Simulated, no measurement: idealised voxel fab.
You're looking at the process module voxel wiring stack.
cross-section cut | 255 nm wide | cells 5 nm
A cross-section is written here as square cells arranged in a grid, and it is given in bands from the top down, each band taking up one or more rows of cells. Within each band entry, the heights of the top and of the bottom of the band appear first, in that order and in nm; the materials of the band then follow from left to right, each with its corresponding width in nm. The designation "edge to edge" on a single material indicates that it fills the band from edge to edge; the designation "air" indicates empty space. All heights in this document are referenced to 0, defined as the level beneath which the wafer, as received, consists entirely of one material. The lowest band is not bounded below; it extends indefinitely downward and is written in the form "0 nm and below". A width given as "30..40" starts at the first number in the band's top row and ends at the second number in its bottom row, shifting by an equal amount at every step from row to row. It should be understood that the words "remained unchanged", when stated for a given step, signify that the cross-section underwent no change in any of its cells during that step. The entry "Encapsulated voids" lists the empty spaces that cover at least 8 cells and have no open path to the top. Each is written as width x height at distance, where the distance is measured from the left edge and all three values are in nm. On a step's line, text after the settings is the simulator commenting on that step. overlay nm: on a step with a mask, how far right of its planned place the mask lay; negative means left.

# Steps in the process plan
| 1 | RECEIVE, material Si |
| 2 | CONFORMAL_DEP, material SiO2, thk nm 10 |
| 3 | CONFORMAL_DEP, material SiCN, thk nm 5 |
| 4 | DIRECTIONAL_DEP, material SiO2, thk nm 20 |
| 5 | DIRECTIONAL_DEP, material aC, thk nm 10 |
| 6 | PATTERN, tone open, mask id METAL_1, material resist, width nm 30, pitch nm 55, thk nm 30, overlay nm 0 |
| 7 | DIRECTIONAL_ETCH, etch materials aC, depth nm 10 |
| 8 | STRIP, etch materials resist |
| 9 | DIRECTIONAL_ETCH, etch materials SiO2, depth nm 20 |
| 10 | DIRECTIONAL_ETCH, etch materials SiCN, depth nm 5 |
| 11 | STRIP, etch materials aC |
| 12 | CONFORMAL_DEP, material TiN, thk nm 5 |
| 13 | FILL_DEP, material Ru, thk nm 10 |
| 14 | CMP, height nm 35 |
| 15 | CONFORMAL_DEP, material SiCN, thk nm 5 |
| 16 | DIRECTIONAL_DEP, material lowk, thk nm 20 |
| 17 | DIRECTIONAL_DEP, material aC, thk nm 15 |
| 18 | PATTERN, tone open, mask id PLUG_1, material resist, width nm 15, thk nm 35, overlay nm 0 |
| 19 | DIRECTIONAL_ETCH, etch materials aC, depth nm 15 |
| 20 | STRIP, etch materials resist |
| 21 | DIRECTIONAL_ETCH, etch materials lowk, depth nm 20 |
| 22 | DIRECTIONAL_ETCH, etch materials SiCN, depth nm 5 |
| 23 | STRIP, etch materials aC |
| 24 | CONFORMAL_DEP, material TiN, thk nm 5 |
| 25 | FILL_DEP, material Cu, thk nm 10 |
| 26 | CMP, height nm 60 |
| 27 | CONFORMAL_DEP, material SiN, thk nm 5 |
| 28 | DIRECTIONAL_DEP, material SiO2, thk nm 25 |
| 29 | MASKED_ETCH, tone open, mask id METAL_2, width nm 30, pitch nm 55, etch materials SiO2, depth nm 25, overlay nm 0 |
| 30 | MASKED_ETCH, tone open, mask id METAL_2, width nm 30, pitch nm 55, etch materials SiN, depth nm 5, overlay nm 0 |
| 31 | CONFORMAL_DEP, material TiN, thk nm 5 |
| 32 | FILL_DEP, material Ru, thk nm 5 |
| 33 | CMP, height nm 90 |
| 34 | CONFORMAL_DEP, material SiN, thk nm 5 |

# Cross-sectional view of the wafer in its as-received condition, corresponding to the state after step 1
- 0 nm and below | Si edge to edge
- Encapsulated voids: none

# First of two wafers: cross-section at end of module, run per plan
- 95 nm to 90 nm | SiN edge to edge
- 90 nm to 65 nm | 85 SiO2 / 5 TiN / 20 Ru / 5 TiN / 25 SiO2 / 5 TiN / 20 Ru / 5 TiN / 85 SiO2
- 65 nm to 60 nm | 85 SiN / 30 TiN / 25 SiN / 30 TiN / 85 SiN
- 60 nm to 40 nm | 85 lowk / 5 TiN / 5 Cu / 5 TiN / 155 lowk
- 40 nm to 35 nm | 85 SiCN / 15 TiN / 155 SiCN
- 35 nm to 15 nm | 85 SiO2 / 5 TiN / 20 Ru / 5 TiN / 25 SiO2 / 5 TiN / 20 Ru / 5 TiN / 85 SiO2
- 15 nm to 10 nm | 85 SiCN / 30 TiN / 25 SiCN / 30 TiN / 85 SiCN
- 10 nm to 0 nm | SiO2 edge to edge
- 0 nm and below | Si edge to edge
- Encapsulated voids: none

# Presented here is a cross-section of the second of the two wafers as it stood at the end of the module. It was started in the same manner and assigned the same plan as the first wafer; however, one mistake was made in its execution
- 95 nm to 90 nm | SiN edge to edge
- 90 nm to 65 nm | 85 SiO2 / 5 TiN / 20 Ru / 5 TiN / 25 SiO2 / 5 TiN / 20 Ru / 5 TiN / 85 SiO2
- 65 nm to 60 nm | 85 SiN / 30 TiN / 25 SiN / 30 TiN / 85 SiN
- 60 nm to 40 nm | 80 Cu / 5 TiN / 15 lowk / 5 TiN / 150 Cu
- 40 nm to 35 nm | 85 TiN / 15 SiCN / 155 TiN
- 35 nm to 15 nm | 85 SiO2 / 5 TiN / 20 Ru / 5 TiN / 25 SiO2 / 5 TiN / 20 Ru / 5 TiN / 85 SiO2
- 15 nm to 10 nm | 85 SiCN / 30 TiN / 25 SiCN / 30 TiN / 85 SiCN
- 10 nm to 0 nm | SiO2 edge to edge
- 0 nm and below | Si edge to edge
- Encapsulated voids: none
Error vs. plan: for step 18, the planned setting was not used; the step was instead run as PATTERN, tone cover, mask id PLUG_1, material resist, width nm 15, thk nm 35, overlay nm 0
At the finish, the second wafer shows more or fewer cells for some materials than the first does: Cu +180, SiCN -45, TiN +45, lowk -180
